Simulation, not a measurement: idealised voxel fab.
process module | voxel capacitor over wiring
cross-section cut | 285 nm wide | cells 5 nm
A cross-section is a grid of square cells, given in bands from the top down. A band is one or more rows of cells.
Each band's line starts with the height of the band's top and of its bottom, in nm. Then come its materials from left to right, each with its width in nm. One material with "throughout" fills the band from edge to edge. "air" is empty space.
Height 0 is the level under which the wafer as received is all one material. The lowest band goes on downwards, as in "0 down".
A width such as "30 to 40" changes by the same amount from each row of cells to the next, from the band's top row to its bottom row.
"no change" after a step means that no cell of the cross-section changed.
closed voids: empty space of 8 cells or more with no open way to the top, each as width x height at its distance from the left edge, in nm
after a step's settings: what the simulator itself notes on the step
overlay nm, on a step with a mask: how far to the right of its planned place the mask lay; to the left if negative
Each pair below shows a cross-section before one step and the cross-section after it, down to the lowest band that changed. The line under each pair gives the step between them, with its settings. The pairs can come from different runs of this module on the same starting wafer, so a pair continues from the pair above only where its "before" says so.
before
  0 down: Si throughout
  closed voids: none
after
  15 to 0: SiO2 throughout
  below 0: unchanged
  closed voids: none
the step between: op CONFORMAL_DEP | material SiO2 | thk nm 15
before: the cross-section after the pair above
after
  20 to 15: TiN throughout
  below 15: unchanged
  closed voids: none
the step between: op DIRECTIONAL_DEP | material TiN | thk nm 5
before: the cross-section after the pair above
after
  45 to 20: W throughout
  below 20: unchanged
  closed voids: none
the step between: op DIRECTIONAL_DEP | material W | thk nm 25
before: the cross-section after the pair above
after
  45 to 20: air 90 | W 20 | air 65 | W 20 | air 90
  below 20: unchanged
  closed voids: none
the step between: op MASKED_ETCH | tone cover | mask id METAL_1 | width nm 20 | pitch nm 85 | etch materials W | depth nm 25 | overlay nm 0
before: the cross-section after the pair above
after
  45 to 20: air 90 | W 20 | air 65 | W 20 | air 90
  20 to 15: air 90 | TiN 20 | air 65 | TiN 20 | air 90
  below 15: unchanged
  closed voids: none
the step between: op MASKED_ETCH | tone cover | mask id METAL_1 | width nm 20 | pitch nm 85 | etch materials TiN | depth nm 5 | overlay nm 0
before: the cross-section after the pair above
after
  50 to 45: air 85 | SiCN 30 | air 55 | SiCN 30 | air 85
  45 to 20: air 85 | SiCN 5 | W 20 | SiCN 5 | air 55 | SiCN 5 | W 20 | SiCN 5 | air 85
  20 to 15: SiCN 90 | TiN 20 | SiCN 65 | TiN 20 | SiCN 90
  below 15: unchanged
  closed voids: none
the step between: op CONFORMAL_DEP | material SiCN | thk nm 5
before: the cross-section after the pair above
after
  55 to 50: SiO2 throughout
  50 to 45: SiO2 85 | SiCN 30 | SiO2 55 | SiCN 30 | SiO2 85
  45 to 20: SiO2 85 | SiCN 5 | W 20 | SiCN 5 | SiO2 55 | SiCN 5 | W 20 | SiCN 5 | SiO2 85
  below 20: unchanged
  closed voids: none
the step between: op FILL_DEP | material SiO2 | thk nm 5
before: the cross-section after the pair above
after
  45 to 20: SiO2 85 | SiCN 5 | W 20 | SiCN 5 | SiO2 55 | SiCN 5 | W 20 | SiCN 5 | SiO2 85
  below 20: unchanged
  closed voids: none
the step between: op CMP | height nm 45
before: the cross-section after the pair above
after
  50 to 45: SiCN throughout
  below 45: unchanged
  closed voids: none
the step between: op CONFORMAL_DEP | material SiCN | thk nm 5
before: the cross-section after the pair above
after
  65 to 50: SiO2 throughout
  below 50: unchanged
  closed voids: none
the step between: op DIRECTIONAL_DEP | material SiO2 | thk nm 15
before: the cross-section after the pair above
after
  85 to 65: resist 95 | air 15 | resist 175
  below 65: unchanged
  closed voids: none
the step between: op PATTERN | tone open | mask id PLUG_1 | material resist | width nm 15 | thk nm 20 | overlay nm 0
before: the cross-section after the pair above
after
  85 to 65: resist 95 | air 15 | resist 175
  65 to 50: SiO2 95 | air 15 | SiO2 175
  below 50: unchanged
  closed voids: none
the step between: op DIRECTIONAL_ETCH | etch materials SiO2 | depth nm 15
before: the cross-section after the pair above
after
  85 to 65: resist 95 | air 15 | resist 175
  65 to 50: SiO2 95 | air 15 | SiO2 175
  50 to 45: SiCN 95 | air 15 | SiCN 175
  below 45: unchanged
  closed voids: none
the step between: op DIRECTIONAL_ETCH | etch materials SiCN | depth nm 5
before: the cross-section after the pair above
after
  65 to 50: SiO2 95 | air 15 | SiO2 175
  below 50: unchanged
  closed voids: none
the step between: op STRIP | etch materials resist
before: the cross-section after the pair above
after
  65 to 55: SiO2 95 | air 15 | SiO2 175
  55 to 50: SiO2 95 | Ru 15 | SiO2 175
  50 to 45: SiCN 95 | Ru 15 | SiCN 175
  below 45: unchanged
  closed voids: none
the step between: op EPI | material Ru | thk nm 10
before: the cross-section after the pair above
after
  65 to 50: SiO2 95 | Ru 15 | SiO2 175
  below 50: unchanged
  closed voids: none
the step between: op EPI | material Ru | thk nm 10
before: the cross-section after the pair above
after
  70 to 65: TiN throughout
  below 65: unchanged
  closed voids: none
the step between: op DIRECTIONAL_DEP | material TiN | thk nm 5
before: the cross-section after the pair above
after
  75 to 70: SiN throughout
  below 70: unchanged
  closed voids: none
the step between: op DIRECTIONAL_DEP | material SiN | thk nm 5
before: the cross-section after the pair above
after
  80 to 75: TiN throughout
  below 75: unchanged
  closed voids: none
the step between: op DIRECTIONAL_DEP | material TiN | thk nm 5
before: the cross-section after the pair above
after
  80 to 75: air 95 | TiN 70 | air 120
  below 75: unchanged
  closed voids: none
the step between: op MASKED_ETCH | tone cover | mask id UPPER_PLATE | width nm 70 | etch materials TiN | depth nm 5 | overlay nm 0
before: the cross-section after the pair above
after
  80 to 75: air 95 | TiN 70 | air 120
  75 to 70: air 95 | SiN 70 | air 120
  below 70: unchanged
  closed voids: none
the step between: op MASKED_ETCH | tone cover | mask id UPPER_PLATE | width nm 70 | etch materials SiN | depth nm 5 | overlay nm 0
before: the cross-section after the pair above
after
  80 to 75: air 95 | TiN 70 | air 120
  75 to 70: air 95 | SiN 70 | air 120
  70 to 65: air 90 | TiN 80 | air 115
  below 65: unchanged
  closed voids: none
the step between: op MASKED_ETCH | tone cover | mask id LOWER_PLATE | width nm 80 | etch materials TiN | depth nm 5 | overlay nm 0
before: the cross-section after the pair above
after
  100 to 80: SiO2 throughout
  80 to 75: SiO2 95 | TiN 70 | SiO2 120
  75 to 70: SiO2 95 | SiN 70 | SiO2 120
  70 to 65: SiO2 90 | TiN 80 | SiO2 115
  below 65: unchanged
  closed voids: none
the step between: op FILL_DEP | material SiO2 | thk nm 20
before: the cross-section after the pair above
after
  95 to 80: SiO2 throughout
  below 80: unchanged
  closed voids: none
the step between: op CMP | height nm 95
before: the cross-section after the pair above
after
  110 to 95: resist 105 | air 15 | resist 165
  below 95: unchanged
  closed voids: none
the step between: op PATTERN | tone open | mask id PLUG_2 | material resist | width nm 15 | thk nm 15 | overlay nm 0
before: the cross-section after the pair above
after
  110 to 95: resist 105 | air 15 | resist 165
  95 to 80: SiO2 105 | air 15 | SiO2 165
  below 80: unchanged
  closed voids: none
the step between: op DIRECTIONAL_ETCH | etch materials SiO2 | depth nm 15
before: the cross-section after the pair above
after
  95 to 80: SiO2 105 | air 15 | SiO2 165
  below 80: unchanged
  closed voids: none
the step between: op STRIP | etch materials resist
before: the cross-section after the pair above
after
  100 to 95: TiN 110 | air 5 | TiN 170
  95 to 85: SiO2 105 | TiN 5 | air 5 | TiN 5 | SiO2 165
  85 to 75: SiO2 105 to 95 | TiN 15 to 70 | SiO2 165 to 120
  below 75: unchanged
  closed voids: none
the step between: op CONFORMAL_DEP | material TiN | thk nm 5
before: the cross-section after the pair above
after
  105 to 100: Cu throughout
  100 to 95: TiN 110 | Cu 5 | TiN 170
  95 to 85: SiO2 105 | TiN 5 | Cu 5 | TiN 5 | SiO2 165
  below 85: unchanged
  closed voids: none
the step between: op FILL_DEP | material Cu | thk nm 5
before: the cross-section after the pair above
after
  95 to 85: SiO2 105 | TiN 5 | Cu 5 | TiN 5 | SiO2 165
  below 85: unchanged
  closed voids: none
the step between: op CMP | height nm 95
before: the cross-section after the pair above
after
  100 to 95: SiN throughout
  below 95: unchanged
  closed voids: none
the step between: op CONFORMAL_DEP | material SiN | thk nm 5
before
  65 to 55: SiO2 95 | air 15 | SiO2 175
  55 to 50: SiO2 95 | Ru 15 | SiO2 175
  50 to 45: SiCN 95 | Ru 15 | SiCN 175
  45 to 20: SiO2 85 | SiCN 5 | W 20 | SiCN 5 | SiO2 55 | SiCN 5 | W 20 | SiCN 5 | SiO2 85
  20 to 15: SiCN 90 | TiN 20 | SiCN 65 | TiN 20 | SiCN 90
  15 to 0: SiO2 throughout
  0 down: Si throughout
  closed voids: none
after
  70 to 65: TiN 95 | air 15 | TiN 175
  65 to 60: SiO2 95 | air 15 | SiO2 175
  60 to 55: SiO2 95 | TiN 15 | SiO2 175
  below 55: unchanged
  closed voids: none
the step between: op DIRECTIONAL_DEP | material TiN | thk nm 5
before: the cross-section after the pair above
after
  75 to 70: SiN 95 | air 15 | SiN 175
  70 to 65: TiN 95 | air 15 | TiN 175
  65 to 60: SiO2 95 | SiN 15 | SiO2 175
  below 60: unchanged
  closed voids: none
the step between: op DIRECTIONAL_DEP | material SiN | thk nm 5
before: the cross-section after the pair above
after
  80 to 75: TiN 95 | air 15 | TiN 175
  75 to 70: SiN 95 | air 15 | SiN 175
  70 to 65: TiN throughout
  below 65: unchanged
  closed voids: none
the step between: op DIRECTIONAL_DEP | material TiN | thk nm 5
before: the cross-section after the pair above
after
  80 to 75: air 110 | TiN 55 | air 120
  below 75: unchanged
  closed voids: none
the step between: op MASKED_ETCH | tone cover | mask id UPPER_PLATE | width nm 70 | etch materials TiN | depth nm 5 | overlay nm 0
before: the cross-section after the pair above
after
  80 to 75: air 110 | TiN 55 | air 120
  75 to 70: air 110 | SiN 55 | air 120
  below 70: unchanged
  closed voids: none
the step between: op MASKED_ETCH | tone cover | mask id UPPER_PLATE | width nm 70 | etch materials SiN | depth nm 5 | overlay nm 0
before: the cross-section after the pair above
after
  80 to 75: air 110 | TiN 55 | air 120
  75 to 70: air 110 | SiN 55 | air 120
  70 to 65: air 90 | TiN 80 | air 115
  below 65: unchanged
  closed voids: none
the step between: op MASKED_ETCH | tone cover | mask id LOWER_PLATE | width nm 80 | etch materials TiN | depth nm 5 | overlay nm 0
before: the cross-section after the pair above
after
  100 to 80: SiO2 throughout
  80 to 75: SiO2 110 | TiN 55 | SiO2 120
  75 to 70: SiO2 110 | SiN 55 | SiO2 120
  70 to 65: SiO2 90 | TiN 80 | SiO2 115
  below 65: unchanged
  closed voids: none
the step between: op FILL_DEP | material SiO2 | thk nm 20
before: the cross-section after the pair above
after
  95 to 80: SiO2 throughout
  below 80: unchanged
  closed voids: none
the step between: op CMP | height nm 95
before: the cross-section after the pair above
after
  110 to 95: resist 105 | air 15 | resist 165
  below 95: unchanged
  closed voids: none
the step between: op PATTERN | tone open | mask id PLUG_2 | material resist | width nm 15 | thk nm 15 | overlay nm 0
before: the cross-section after the pair above
after
  110 to 95: resist 105 | air 15 | resist 165
  95 to 80: SiO2 105 | air 15 | SiO2 165
  below 80: unchanged
  closed voids: none
the step between: op DIRECTIONAL_ETCH | etch materials SiO2 | depth nm 15
before: the cross-section after the pair above
after
  95 to 80: SiO2 105 | air 15 | SiO2 165
  below 80: unchanged
  closed voids: none
the step between: op STRIP | etch materials resist
before: the cross-section after the pair above
after
  100 to 95: TiN 110 | air 5 | TiN 170
  95 to 85: SiO2 105 | TiN 5 | air 5 | TiN 5 | SiO2 165
  85 to 75: SiO2 105 to 110 | TiN 15 to 55 | SiO2 165 to 120
  below 75: unchanged
  closed voids: none
the step between: op CONFORMAL_DEP | material TiN | thk nm 5
before: the cross-section after the pair above
after
  105 to 100: Cu throughout
  100 to 95: TiN 110 | Cu 5 | TiN 170
  95 to 85: SiO2 105 | TiN 5 | Cu 5 | TiN 5 | SiO2 165
  below 85: unchanged
  closed voids: none
the step between: op FILL_DEP | material Cu | thk nm 5
before: the cross-section after the pair above
after
  95 to 85: SiO2 105 | TiN 5 | Cu 5 | TiN 5 | SiO2 165
  below 85: unchanged
  closed voids: none
the step between: op CMP | height nm 95
before: the cross-section after the pair above
after
  100 to 95: SiN throughout
  below 95: unchanged
  closed voids: none
the step between: op CONFORMAL_DEP | material SiN | thk nm 5
before
  65 to 50: SiO2 95 | Ru 15 | SiO2 175
  50 to 45: SiCN 95 | Ru 15 | SiCN 175
  45 to 20: SiO2 85 | SiCN 5 | W 20 | SiCN 5 | SiO2 55 | SiCN 5 | W 20 | SiCN 5 | SiO2 85
  20 to 15: SiCN 90 | TiN 20 | SiCN 65 | TiN 20 | SiCN 90
  15 to 0: SiO2 throughout
  0 down: Si throughout
  closed voids: none
after
  75 to 65: air 85 | Ru 35 | air 165
  below 65: unchanged
  closed voids: none
the step between: op EPI | material Ru | thk nm 10
before: the cross-section after the pair above
after
  80 to 75: air 85 | TiN 35 | air 165
  75 to 70: air 85 | Ru 35 | air 165
  70 to 65: TiN 85 | Ru 35 | TiN 165
  below 65: unchanged
  closed voids: none
the step between: op DIRECTIONAL_DEP | material TiN | thk nm 5
before: the cross-section after the pair above
after
  85 to 80: air 85 | SiN 35 | air 165
  80 to 75: air 85 | TiN 35 | air 165
  75 to 70: SiN 85 | Ru 35 | SiN 165
  below 70: unchanged
  closed voids: none
the step between: op DIRECTIONAL_DEP | material SiN | thk nm 5
before: the cross-section after the pair above
after
  90 to 85: air 85 | TiN 35 | air 165
  85 to 80: air 85 | SiN 35 | air 165
  80 to 75: TiN throughout
  below 75: unchanged
  closed voids: none
the step between: op DIRECTIONAL_DEP | material TiN | thk nm 5
before: the cross-section after the pair above
after
  90 to 85: air 95 | TiN 25 | air 165
  85 to 80: air 85 | SiN 35 | air 165
  80 to 75: air 85 | TiN 80 | air 120
  below 75: unchanged
  closed voids: none
the step between: op MASKED_ETCH | tone cover | mask id UPPER_PLATE | width nm 70 | etch materials TiN | depth nm 5 | overlay nm 0
before: the cross-section after the pair above
after
  90 to 85: air 95 | TiN 25 | air 165
  85 to 80: air 95 | SiN 25 | air 165
  80 to 75: air 85 | TiN 80 | air 120
  75 to 70: air 85 | Ru 35 | SiN 45 | air 120
  below 70: unchanged
  closed voids: none
the step between: op MASKED_ETCH | tone cover | mask id UPPER_PLATE | width nm 70 | etch materials SiN | depth nm 5 | overlay nm 0
before: the cross-section after the pair above
after
  90 to 85: air 95 | TiN 25 | air 165
  85 to 80: air 95 | SiN 25 | air 165
  80 to 75: air 90 | TiN 75 | air 120
  75 to 70: air 85 | Ru 35 | SiN 45 | air 120
  70 to 65: air 85 | Ru 35 | TiN 50 | air 115
  below 65: unchanged
  closed voids: none
the step between: op MASKED_ETCH | tone cover | mask id LOWER_PLATE | width nm 80 | etch materials TiN | depth nm 5 | overlay nm 0
before: the cross-section after the pair above
after
  110 to 90: SiO2 throughout
  90 to 85: SiO2 95 | TiN 25 | SiO2 165
  85 to 80: SiO2 95 | SiN 25 | SiO2 165
  80 to 75: SiO2 90 | TiN 75 | SiO2 120
  75 to 70: SiO2 85 | Ru 35 | SiN 45 | SiO2 120
  70 to 65: SiO2 85 | Ru 35 | TiN 50 | SiO2 115
  below 65: unchanged
  closed voids: none
the step between: op FILL_DEP | material SiO2 | thk nm 20
before: the cross-section after the pair above
after
  95 to 90: SiO2 throughout
  below 90: unchanged
  closed voids: none
the step between: op CMP | height nm 95
before: the cross-section after the pair above
after
  110 to 95: resist 105 | air 15 | resist 165
  below 95: unchanged
  closed voids: none
the step between: op PATTERN | tone open | mask id PLUG_2 | material resist | width nm 15 | thk nm 15 | overlay nm 0
before: the cross-section after the pair above
after
  110 to 95: resist 105 | air 15 | resist 165
  95 to 90: SiO2 105 | air 15 | SiO2 165
  below 90: unchanged
  closed voids: none
the step between: op DIRECTIONAL_ETCH | etch materials SiO2 | depth nm 15
before: the cross-section after the pair above
after
  95 to 90: SiO2 105 | air 15 | SiO2 165
  below 90: unchanged
  closed voids: none
the step between: op STRIP | etch materials resist
before: the cross-section after the pair above
after
  100 to 95: TiN 110 | air 5 | TiN 170
  95 to 85: SiO2 105 to 95 | TiN 15 to 25 | SiO2 165
  below 85: unchanged
  closed voids: none
the step between: op CONFORMAL_DEP | material TiN | thk nm 5
before: the cross-section after the pair above
after
  105 to 100: Cu throughout
  100 to 95: TiN 110 | Cu 5 | TiN 170
  below 95: unchanged
  closed voids: none
the step between: op FILL_DEP | material Cu | thk nm 5
before: the cross-section after the pair above
after
  95 to 85: SiO2 105 to 95 | TiN 15 to 25 | SiO2 165
  below 85: unchanged
  closed voids: none
the step between: op CMP | height nm 95
before: the cross-section after the pair above
after
  100 to 95: SiN throughout
  below 95: unchanged
  closed voids: none
the step between: op CONFORMAL_DEP | material SiN | thk nm 5
before
  0 down: Si throughout
  closed voids: none
after
  5 to 0: TiN throughout
  below 0: unchanged
  closed voids: none
the step between: op DIRECTIONAL_DEP | material TiN | thk nm 5
before: the cross-section after the pair above
after
  20 to 5: SiO2 throughout
  below 5: unchanged
  closed voids: none
the step between: op CONFORMAL_DEP | material SiO2 | thk nm 15
before: the cross-section after the pair above
after
  45 to 20: W throughout
  below 20: unchanged
  closed voids: none
the step between: op DIRECTIONAL_DEP | material W | thk nm 25
before: the cross-section after the pair above
after
  45 to 20: air 90 | W 20 | air 65 | W 20 | air 90
  below 20: unchanged
  closed voids: none
the step between: op MASKED_ETCH | tone cover | mask id METAL_1 | width nm 20 | pitch nm 85 | etch materials W | depth nm 25 | overlay nm 0
before: the cross-section after the pair above
after
  50 to 45: air 85 | SiCN 30 | air 55 | SiCN 30 | air 85
  45 to 25: air 85 | SiCN 5 | W 20 | SiCN 5 | air 55 | SiCN 5 | W 20 | SiCN 5 | air 85
  25 to 20: SiCN 90 | W 20 | SiCN 65 | W 20 | SiCN 90
  below 20: unchanged
  closed voids: none
the step between: op CONFORMAL_DEP | material SiCN | thk nm 5
before: the cross-section after the pair above
after
  55 to 50: SiO2 throughout
  50 to 45: SiO2 85 | SiCN 30 | SiO2 55 | SiCN 30 | SiO2 85
  45 to 25: SiO2 85 | SiCN 5 | W 20 | SiCN 5 | SiO2 55 | SiCN 5 | W 20 | SiCN 5 | SiO2 85
  below 25: unchanged
  closed voids: none
the step between: op FILL_DEP | material SiO2 | thk nm 5
before: the cross-section after the pair above
after
  45 to 25: SiO2 85 | SiCN 5 | W 20 | SiCN 5 | SiO2 55 | SiCN 5 | W 20 | SiCN 5 | SiO2 85
  below 25: unchanged
  closed voids: none
the step between: op CMP | height nm 45
before: the cross-section after the pair above
after
  50 to 45: SiCN throughout
  below 45: unchanged
  closed voids: none
the step between: op CONFORMAL_DEP | material SiCN | thk nm 5
before: the cross-section after the pair above
after
  65 to 50: SiO2 throughout
  below 50: unchanged
  closed voids: none
the step between: op DIRECTIONAL_DEP | material SiO2 | thk nm 15
before: the cross-section after the pair above
after
  85 to 65: resist 95 | air 15 | resist 175
  below 65: unchanged
  closed voids: none
the step between: op PATTERN | tone open | mask id PLUG_1 | material resist | width nm 15 | thk nm 20 | overlay nm 0
before: the cross-section after the pair above
after
  85 to 65: resist 95 | air 15 | resist 175
  65 to 50: SiO2 95 | air 15 | SiO2 175
  below 50: unchanged
  closed voids: none
the step between: op DIRECTIONAL_ETCH | etch materials SiO2 | depth nm 15
before: the cross-section after the pair above
after
  85 to 65: resist 95 | air 15 | resist 175
  65 to 50: SiO2 95 | air 15 | SiO2 175
  50 to 45: SiCN 95 | air 15 | SiCN 175
  below 45: unchanged
  closed voids: none
the step between: op DIRECTIONAL_ETCH | etch materials SiCN | depth nm 5
before: the cross-section after the pair above
after
  65 to 50: SiO2 95 | air 15 | SiO2 175
  below 50: unchanged
  closed voids: none
the step between: op STRIP | etch materials resist
before: the cross-section after the pair above
after
  65 to 55: SiO2 95 | air 15 | SiO2 175
  55 to 50: SiO2 95 | Ru 15 | SiO2 175
  50 to 45: SiCN 95 | Ru 15 | SiCN 175
  below 45: unchanged
  closed voids: none
the step between: op EPI | material Ru | thk nm 10
before: the cross-section after the pair above
after
  65 to 50: SiO2 95 | Ru 15 | SiO2 175
  below 50: unchanged
  closed voids: none
the step between: op EPI | material Ru | thk nm 10
before: the cross-section after the pair above
after
  70 to 65: TiN throughout
  below 65: unchanged
  closed voids: none
the step between: op DIRECTIONAL_DEP | material TiN | thk nm 5
before: the cross-section after the pair above
after
  75 to 70: SiN throughout
  below 70: unchanged
  closed voids: none
the step between: op DIRECTIONAL_DEP | material SiN | thk nm 5
before: the cross-section after the pair above
after
  80 to 75: TiN throughout
  below 75: unchanged
  closed voids: none
the step between: op DIRECTIONAL_DEP | material TiN | thk nm 5
before: the cross-section after the pair above
after
  80 to 75: air 95 | TiN 70 | air 120
  below 75: unchanged
  closed voids: none
the step between: op MASKED_ETCH | tone cover | mask id UPPER_PLATE | width nm 70 | etch materials TiN | depth nm 5 | overlay nm 0
before: the cross-section after the pair above
after
  80 to 75: air 95 | TiN 70 | air 120
  75 to 70: air 95 | SiN 70 | air 120
  below 70: unchanged
  closed voids: none
the step between: op MASKED_ETCH | tone cover | mask id UPPER_PLATE | width nm 70 | etch materials SiN | depth nm 5 | overlay nm 0
before: the cross-section after the pair above
after
  80 to 75: air 95 | TiN 70 | air 120
  75 to 70: air 95 | SiN 70 | air 120
  70 to 65: air 90 | TiN 80 | air 115
  below 65: unchanged
  closed voids: none
the step between: op MASKED_ETCH | tone cover | mask id LOWER_PLATE | width nm 80 | etch materials TiN | depth nm 5 | overlay nm 0
before: the cross-section after the pair above
after
  100 to 80: SiO2 throughout
  80 to 75: SiO2 95 | TiN 70 | SiO2 120
  75 to 70: SiO2 95 | SiN 70 | SiO2 120
  70 to 65: SiO2 90 | TiN 80 | SiO2 115
  below 65: unchanged
  closed voids: none
the step between: op FILL_DEP | material SiO2 | thk nm 20
before: the cross-section after the pair above
after
  95 to 80: SiO2 throughout
  below 80: unchanged
  closed voids: none
the step between: op CMP | height nm 95
before: the cross-section after the pair above
after
  110 to 95: resist 105 | air 15 | resist 165
  below 95: unchanged
  closed voids: none
the step between: op PATTERN | tone open | mask id PLUG_2 | material resist | width nm 15 | thk nm 15 | overlay nm 0
before: the cross-section after the pair above
after
  110 to 95: resist 105 | air 15 | resist 165
  95 to 80: SiO2 105 | air 15 | SiO2 165
  below 80: unchanged
  closed voids: none
the step between: op DIRECTIONAL_ETCH | etch materials SiO2 | depth nm 15
before: the cross-section after the pair above
after
  95 to 80: SiO2 105 | air 15 | SiO2 165
  below 80: unchanged
  closed voids: none
the step between: op STRIP | etch materials resist
before: the cross-section after the pair above
after
  100 to 95: TiN 110 | air 5 | TiN 170
  95 to 85: SiO2 105 | TiN 5 | air 5 | TiN 5 | SiO2 165
  85 to 75: SiO2 105 to 95 | TiN 15 to 70 | SiO2 165 to 120
  below 75: unchanged
  closed voids: none
the step between: op CONFORMAL_DEP | material TiN | thk nm 5
before: the cross-section after the pair above
after
  105 to 100: Cu throughout
  100 to 95: TiN 110 | Cu 5 | TiN 170
  95 to 85: SiO2 105 | TiN 5 | Cu 5 | TiN 5 | SiO2 165
  below 85: unchanged
  closed voids: none
the step between: op FILL_DEP | material Cu | thk nm 5
before: the cross-section after the pair above
after
  95 to 85: SiO2 105 | TiN 5 | Cu 5 | TiN 5 | SiO2 165
  below 85: unchanged
  closed voids: none
the step between: op CMP | height nm 95
before: the cross-section after the pair above
after
  100 to 95: SiN throughout
  below 95: unchanged
  closed voids: none
the step between: op CONFORMAL_DEP | material SiN | thk nm 5
before
  0 down: Si throughout
  closed voids: none
after
  10 to 0: SiO2 throughout
  below 0: unchanged
  closed voids: none
the step between: op CONFORMAL_DEP | material SiO2 | thk nm 10
before: the cross-section after the pair above
after
  15 to 10: TiN throughout
  below 10: unchanged
  closed voids: none
the step between: op DIRECTIONAL_DEP | material TiN | thk nm 5
before: the cross-section after the pair above
after
  40 to 15: W throughout
  below 15: unchanged
  closed voids: none
the step between: op DIRECTIONAL_DEP | material W | thk nm 25
before: the cross-section after the pair above
after
  40 to 15: air 90 | W 20 | air 65 | W 20 | air 90
  below 15: unchanged
  closed voids: none
the step between: op MASKED_ETCH | tone cover | mask id METAL_1 | width nm 20 | pitch nm 85 | etch materials W | depth nm 25 | overlay nm 0
before: the cross-section after the pair above
after
  40 to 15: air 90 | W 20 | air 65 | W 20 | air 90
  15 to 10: air 90 | TiN 20 | air 65 | TiN 20 | air 90
  below 10: unchanged
  closed voids: none
the step between: op MASKED_ETCH | tone cover | mask id METAL_1 | width nm 20 | pitch nm 85 | etch materials TiN | depth nm 5 | overlay nm 0
before: the cross-section after the pair above
after
  45 to 40: air 85 | SiCN 30 | air 55 | SiCN 30 | air 85
  40 to 15: air 85 | SiCN 5 | W 20 | SiCN 5 | air 55 | SiCN 5 | W 20 | SiCN 5 | air 85
  15 to 10: SiCN 90 | TiN 20 | SiCN 65 | TiN 20 | SiCN 90
  below 10: unchanged
  closed voids: none
the step between: op CONFORMAL_DEP | material SiCN | thk nm 5
before: the cross-section after the pair above
after
  50 to 45: SiO2 throughout
  45 to 40: SiO2 85 | SiCN 30 | SiO2 55 | SiCN 30 | SiO2 85
  40 to 15: SiO2 85 | SiCN 5 | W 20 | SiCN 5 | SiO2 55 | SiCN 5 | W 20 | SiCN 5 | SiO2 85
  below 15: unchanged
  closed voids: none
the step between: op FILL_DEP | material SiO2 | thk nm 5
before: the cross-section after the pair above
after
  45 to 40: SiO2 85 | SiCN 30 | SiO2 55 | SiCN 30 | SiO2 85
  below 40: unchanged
  closed voids: none
the step between: op CMP | height nm 45
before: the cross-section after the pair above
after
  50 to 45: SiCN throughout
  below 45: unchanged
  closed voids: none
the step between: op CONFORMAL_DEP | material SiCN | thk nm 5
before: the cross-section after the pair above
after
  65 to 50: SiO2 throughout
  below 50: unchanged
  closed voids: none
the step between: op DIRECTIONAL_DEP | material SiO2 | thk nm 15
before: the cross-section after the pair above
after
  85 to 65: resist 95 | air 15 | resist 175
  below 65: unchanged
  closed voids: none
the step between: op PATTERN | tone open | mask id PLUG_1 | material resist | width nm 15 | thk nm 20 | overlay nm 0
before: the cross-section after the pair above
after
  85 to 65: resist 95 | air 15 | resist 175
  65 to 50: SiO2 95 | air 15 | SiO2 175
  below 50: unchanged
  closed voids: none
the step between: op DIRECTIONAL_ETCH | etch materials SiO2 | depth nm 15
before: the cross-section after the pair above
after
  85 to 65: resist 95 | air 15 | resist 175
  65 to 50: SiO2 95 | air 15 | SiO2 175
  50 to 45: SiCN 95 | air 15 | SiCN 175
  below 45: unchanged
  closed voids: none
the step between: op DIRECTIONAL_ETCH | etch materials SiCN | depth nm 5
before: the cross-section after the pair above
after
  65 to 50: SiO2 95 | air 15 | SiO2 175
  below 50: unchanged
  closed voids: none
the step between: op STRIP | etch materials resist
before: the cross-section after the pair above
after
  70 to 65: TiN 95 | air 15 | TiN 175
  65 to 50: SiO2 95 | air 15 | SiO2 175
  50 to 45: SiCN 95 | TiN 15 | SiCN 175
  below 45: unchanged
  closed voids: none
the step between: op DIRECTIONAL_DEP | material TiN | thk nm 5
before: the cross-section after the pair above
after
  75 to 70: SiN 95 | air 15 | SiN 175
  70 to 65: TiN 95 | air 15 | TiN 175
  65 to 55: SiO2 95 | air 15 | SiO2 175
  55 to 50: SiO2 95 | SiN 15 | SiO2 175
  below 50: unchanged
  closed voids: none
the step between: op DIRECTIONAL_DEP | material SiN | thk nm 5
before: the cross-section after the pair above
after
  80 to 75: TiN 95 | air 15 | TiN 175
  75 to 70: SiN 95 | air 15 | SiN 175
  70 to 65: TiN 95 | air 15 | TiN 175
  65 to 60: SiO2 95 | air 15 | SiO2 175
  60 to 55: SiO2 95 | TiN 15 | SiO2 175
  below 55: unchanged
  closed voids: none
the step between: op DIRECTIONAL_DEP | material TiN | thk nm 5
before: the cross-section after the pair above
after
  80 to 75: air 110 | TiN 55 | air 120
  below 75: unchanged
  closed voids: none
the step between: op MASKED_ETCH | tone cover | mask id UPPER_PLATE | width nm 70 | etch materials TiN | depth nm 5 | overlay nm 0
before: the cross-section after the pair above
after
  80 to 75: air 110 | TiN 55 | air 120
  75 to 70: air 110 | SiN 55 | air 120
  below 70: unchanged
  closed voids: none
the step between: op MASKED_ETCH | tone cover | mask id UPPER_PLATE | width nm 70 | etch materials SiN | depth nm 5 | overlay nm 0
before: the cross-section after the pair above
after
  80 to 75: air 110 | TiN 55 | air 120
  75 to 70: air 110 | SiN 55 | air 120
  70 to 65: air 90 | TiN 5 | air 15 | TiN 60 | air 115
  below 65: unchanged
  closed voids: none
the step between: op MASKED_ETCH | tone cover | mask id LOWER_PLATE | width nm 80 | etch materials TiN | depth nm 5 | overlay nm 0
before: the cross-section after the pair above
after
  100 to 80: SiO2 throughout
  80 to 75: SiO2 110 | TiN 55 | SiO2 120
  75 to 70: SiO2 110 | SiN 55 | SiO2 120
  70 to 65: SiO2 90 | TiN 5 | SiO2 15 | TiN 60 | SiO2 115
  65 to 60: SiO2 throughout
  below 60: unchanged
  closed voids: none
the step between: op FILL_DEP | material SiO2 | thk nm 20
before: the cross-section after the pair above
after
  95 to 80: SiO2 throughout
  below 80: unchanged
  closed voids: none
the step between: op CMP | height nm 95
before: the cross-section after the pair above
after
  110 to 95: resist 105 | air 15 | resist 165
  below 95: unchanged
  closed voids: none
the step between: op PATTERN | tone open | mask id PLUG_2 | material resist | width nm 15 | thk nm 15 | overlay nm 0
before: the cross-section after the pair above
after
  110 to 95: resist 105 | air 15 | resist 165
  95 to 80: SiO2 105 | air 15 | SiO2 165
  below 80: unchanged
  closed voids: none
the step between: op DIRECTIONAL_ETCH | etch materials SiO2 | depth nm 15
before: the cross-section after the pair above
after
  95 to 80: SiO2 105 | air 15 | SiO2 165
  below 80: unchanged
  closed voids: none
the step between: op STRIP | etch materials resist
before: the cross-section after the pair above
after
  100 to 95: TiN 110 | air 5 | TiN 170
  95 to 85: SiO2 105 | TiN 5 | air 5 | TiN 5 | SiO2 165
  85 to 75: SiO2 105 to 110 | TiN 15 to 55 | SiO2 165 to 120
  below 75: unchanged
  closed voids: none
the step between: op CONFORMAL_DEP | material TiN | thk nm 5
before: the cross-section after the pair above
after
  105 to 100: Cu throughout
  100 to 95: TiN 110 | Cu 5 | TiN 170
  95 to 85: SiO2 105 | TiN 5 | Cu 5 | TiN 5 | SiO2 165
  below 85: unchanged
  closed voids: none
the step between: op FILL_DEP | material Cu | thk nm 5
